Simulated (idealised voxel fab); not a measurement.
Process module, titled voxel capacitor over wiring
Section cut is 255 nm wide and gridded with 5 nm square cells.
Just so we're on the same page, the cross-sections are grids of square cells, and they're listed out in bands top to bottom, each band one or more rows deep. It is stipulated that each band's entry specify, in nanometres, the height of the top of the band and then that of its bottom, followed by the materials of the band in left-to-right sequence, each together with its width in nanometres. A single material marked by the word "everywhere" is understood to fill the band from edge to edge; the word "blank" is understood to denote empty space. Height reference: 0 = level under which incoming wafer is all one material. Lowest band: no bottom, runs on downward, e.g. "0 down". A two-number width, for instance "30->40", indicates that the width is equal to the first number in the top row of the band and to the second number in the bottom row, and that it changes by a constant amount per row of cells. Given "no modifications" for a step, no cell of the cross-section differs between before and after that step. Under "Encapsulated voids" you'll find the enclosed gaps, the ones with no way out to the top, that are 8 cells or bigger; each reads width x height at distance, with distance counted from the left edge, everything in nm. Step line, after settings: the simulator's comment on this step. "overlay nm" denotes, for a step that has a mask, the displacement of the mask to the right of its planned place, with negative values corresponding to the left.
[Planned step list for the process]
1,RECEIVE [material Si]
2,CONFORMAL_DEP [material SiO2] [thk nm 15]
3,DIRECTIONAL_DEP [material TiN] [thk nm 5]
4,DIRECTIONAL_DEP [material W] [thk nm 15]
5,PATTERN [tone cover] [mask id METAL_1] [material resist] [width nm 20] [pitch nm 70] [thk nm 15] [overlay nm 0]
6,DIRECTIONAL_ETCH [etch materials W] [depth nm 15]
7,DIRECTIONAL_ETCH [etch materials TiN] [depth nm 5]
8,STRIP [etch materials resist]
9,CONFORMAL_DEP [material SiN] [thk nm 5]
10,FILL_DEP [material lowk] [thk nm 10]
11,CMP [height nm 35]
12,CONFORMAL_DEP [material SiCN] [thk nm 5]
13,DIRECTIONAL_DEP [material lowk] [thk nm 20]
14,DIRECTIONAL_DEP [material aC] [thk nm 10]
15,PATTERN [tone open] [mask id PLUG_1] [material resist] [width nm 15] [thk nm 25] [overlay nm 0]
16,DIRECTIONAL_ETCH [etch materials aC] [depth nm 10]
17,STRIP [etch materials resist]
18,DIRECTIONAL_ETCH [etch materials lowk] [depth nm 20]
19,DIRECTIONAL_ETCH [etch materials SiCN] [depth nm 5]
20,STRIP [etch materials aC]
21,CONFORMAL_DEP [material TiN] [thk nm 5]
22,FILL_DEP [material Ru] [thk nm 10]
23,CMP [height nm 60]
24,DIRECTIONAL_DEP [material TiN] [thk nm 10]
25,DIRECTIONAL_DEP [material SiN] [thk nm 5]
26,DIRECTIONAL_DEP [material TiN] [thk nm 5]
27,PATTERN [tone cover] [mask id UPPER_PLATE] [material resist] [width nm 55] [thk nm 20] [overlay nm 0]
28,DIRECTIONAL_ETCH [etch materials TiN] [depth nm 5]
29,DIRECTIONAL_ETCH [etch materials SiN] [depth nm 5]
30,STRIP [etch materials resist]
31,MASKED_ETCH [tone cover] [mask id LOWER_PLATE] [width nm 65] [etch materials TiN] [depth nm 10] [overlay nm 0]
32,FILL_DEP [material SiO2] [thk nm 15]
33,CMP [height nm 90]
34,DIRECTIONAL_DEP [material aC] [thk nm 15]
35,PATTERN [tone open] [mask id PLUG_2] [material resist] [width nm 15] [thk nm 30] [overlay nm 0]
36,DIRECTIONAL_ETCH [etch materials aC] [depth nm 15]
37,STRIP [etch materials resist]
38,DIRECTIONAL_ETCH [etch materials SiO2] [depth nm 10]
39,STRIP [etch materials aC]
40,CONFORMAL_DEP [material TiN] [thk nm 5]
41,FILL_DEP [material Ru] [thk nm 5]
42,CMP [height nm 90]
43,CONFORMAL_DEP [material SiCN] [thk nm 5]
[Here's what the wafer looked like in cross-section when it arrived - that's after step 1]
  0 down  Si everywhere
  Encapsulated voids: none
[Starting structure and process plan are as shown above, but one mistake was made in running the module; the wafer cross-section at the end of the module follows]
  95 to 90  SiCN everywhere
  90 to 85  95 of SiO2 | 5 of TiN | 5 of Ru | 5 of TiN | 145 of SiO2
  85 to 75  95->85 of SiO2 | 15->55 of TiN | 145->115 of SiO2
  75 to 70  85 of SiO2 | 55 of SiN | 115 of SiO2
  70 to 60  80 of SiO2 | 65 of TiN | 110 of SiO2
  60 to 45  85 of lowk | 5 of TiN | 5 of Ru | 5 of TiN | 155 of lowk
  45 to 40  85 of lowk | 15 of TiN | 155 of lowk
  40 to 35  SiO2 everywhere
  35 to 20  75 of lowk | 5 of SiN | 20 of W | 5 of SiN | 40 of lowk | 5 of SiN | 20 of W | 5 of SiN | 80 of lowk
  20 to 15  80 of SiN | 20 of TiN | 50 of SiN | 20 of TiN | 85 of SiN
  15 to 0  SiO2 everywhere
  0 down  Si everywhere
  Encapsulated voids: none
Plan not followed: for step 12, the planned setting was not used; the step was instead run as CONFORMAL_DEP [material SiO2] [thk nm 5]
